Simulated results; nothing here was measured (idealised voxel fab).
process module | voxel gate over fins
cross-section cut | 265 nm wide | cells 5 nm
A cross-section is a grid of square cells, given in bands from the top down. A band is one or more rows of cells.
Each band's line starts with the height of the band's top and of its bottom, in nm. Then come its materials from left to right, each with its width in nm. One material with "throughout" fills the band from edge to edge. "air" is empty space.
Height 0 is the level under which the wafer as received is all one material. The lowest band goes on downwards, as in "0 down".
A width such as "30 to 40" changes by the same amount from each row of cells to the next, from the band's top row to its bottom row.
"no change" after a step means that no cell of the cross-section changed.
closed voids: empty space of 8 cells or more with no open way to the top, each as width x height at its distance from the left edge, in nm
after a step's settings: what the simulator itself notes on the step
overlay nm, on a step with a mask: how far to the right of its planned place the mask lay; to the left if negative
plan
1 op RECEIVE | material Si
2 op CONFORMAL_DEP | material SiN | thk nm 10
3 op MASKED_ETCH | tone cover | mask id FINS | width nm 15 | pitch nm 35 | etch materials SiN | depth nm 10 | overlay nm 0
4 op MASKED_ETCH | tone cover | mask id FINS | width nm 15 | pitch nm 35 | etch materials Si | depth nm 40 | overlay nm 0
5 op FILL_DEP | material SiO2 | thk nm 5
6 op CMP | height nm 10
7 op SELECTIVE_ETCH | etch materials SiO2 | depth nm 25
8 op STRIP | etch materials SiN
9 op CONFORMAL_DEP | material HfO2 | thk nm 5
10 op CONFORMAL_DEP | material TiN | thk nm 5
11 op FILL_DEP | material W | thk nm 10
12 op CMP | height nm 15
13 op CONFORMAL_DEP | material SiCN | thk nm 5
as received, after step 1
  0 down: Si throughout
  closed voids: none
first wafer at the end, as planned
  20 to 15: SiCN throughout
  15 to 10: W throughout
  10 to 5: W 95 | TiN 70 | W 100
  5 to 0: W 95 | TiN 5 | HfO2 25 | TiN 10 | HfO2 25 | TiN 5 | W 100
  0 to -5: W 95 | TiN 5 | HfO2 5 | Si 15 | HfO2 5 | TiN 10 | HfO2 5 | Si 15 | HfO2 5 | TiN 5 | W 100
  -5 to -10: TiN 100 | HfO2 5 | Si 15 | HfO2 5 | TiN 10 | HfO2 5 | Si 15 | HfO2 5 | TiN 105
  -10 to -15: HfO2 105 | Si 15 | HfO2 20 | Si 15 | HfO2 110
  -15 to -40: SiO2 105 | Si 15 | SiO2 20 | Si 15 | SiO2 110
  -40 down: Si throughout
  closed voids: none
second wafer at the end: like start, like plan, one mistake
  20 to 15: SiCN throughout
  15 to 10: HfO2 throughout
  10 to 0: W throughout
  0 down: Si throughout
  closed voids: none
what went wrong: step 2 ran as: op CONFORMAL_DEP | material W | thk nm 10
at the end the second wafer has, in cells: 12 fewer of HfO2 | 376 more of Si | 235 fewer of SiO2 | 65 fewer of TiN | 64 fewer of W
